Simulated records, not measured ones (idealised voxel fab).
The following is a process module called voxel self aligned contacts.
Xsec cut, 180 nm wide, square cell size 5 nm.
Square cells in a grid make up a cross-section in this document, and the grid is given as bands, listed from the top down, each one or more rows of cells.
Basically the band line says how high the top is and how high the bottom is, in nm, and then what's in it from left to right, every material with its width in nm. Empty space shows up as "air", and if a single material carries "throughout" it runs the full band edge to edge.
A quick word on heights: they are counted from 0, and under that level the wafer as it came to us is one material throughout. The lowest band is different from the rest in having no bottom; it simply continues downward, written as in "from 0 down".
When a width is written as two numbers, as in "30 to 40", the first number is the width in the top row of cells of the band and the second is the width in its bottom row, and the width changes by the same amount from each row to the next.
Take "nothing got changed" at face value: in the step it is given for, the cross-section changed in none of its cells.
Entry "Enclosed voids". Content: empty spaces with no open connection to the top, size 8 cells or greater. Each: width x height at distance. Distance: from left edge. Unit: nm.
That trailing text on a step's line, after the settings, is the simulator's own remark on the step.
On any step carrying a mask, the "overlay nm" setting, if present on the step's line, tells how far right of its planned place the mask lay; negative values point to the left.
# Below is the list of planned process steps
step 1: RECEIVE, material Si
step 2: CONFORMAL_DEP, material SiO2, thk nm 5
step 3: DIRECTIONAL_DEP, material polySi, thk nm 25
step 4: DIRECTIONAL_DEP, material SiN, thk nm 20
step 5: PATTERN, tone cover, mask id GATE, material resist, width nm 35, pitch nm 70, thk nm 15, overlay nm 0
step 6: DIRECTIONAL_ETCH, etch materials SiN, depth nm 20
step 7: DIRECTIONAL_ETCH, etch materials polySi, depth nm 25
step 8: STRIP, etch materials resist
step 9: CONFORMAL_DEP, material SiN, thk nm 5
step 10: DIRECTIONAL_ETCH, etch materials SiN, depth nm 5
step 11: FILL_DEP, material SiO2, thk nm 15
step 12: CMP, height nm 60
step 13: MASKED_ETCH, tone open, mask id CONTACT, width nm 45, etch materials SiO2, depth nm 60, overlay nm 0
step 14: CONFORMAL_DEP, material TiN, thk nm 5
step 15: FILL_DEP, material W, thk nm 5
step 16: CMP, height nm 60
step 17: CONFORMAL_DEP, material SiN, thk nm 5
What sets these wafers apart? The width nm at step 13. They all start alike, and the plan carries the first wafer's value.
# Incoming state of the first of several wafers in cross-section: after step 1
  from 0 down  Si throughout
  Enclosed voids: none
# Table: wafers, a row each; end-of-module cell change per material since receipt, gain (+), loss (-); then closed voids
width nm 45, +128 SiN, +202 SiO2, +31 TiN, +37 W, +70 polySi, Enclosed voids: none
width nm 50, +128 SiN, +200 SiO2, +32 TiN, +38 W, +70 polySi, Enclosed voids: none
width nm 55, +128 SiN, +198 SiO2, +33 TiN, +39 W, +70 polySi, Enclosed voids: none
width nm 60, +128 SiN, +196 SiO2, +34 TiN, +40 W, +70 polySi, Enclosed voids: none
width nm 65, +128 SiN, +194 SiO2, +35 TiN, +41 W, +70 polySi, Enclosed voids: none
width nm 70, +128 SiN, +192 SiO2, +36 TiN, +42 W, +70 polySi, Enclosed voids: none
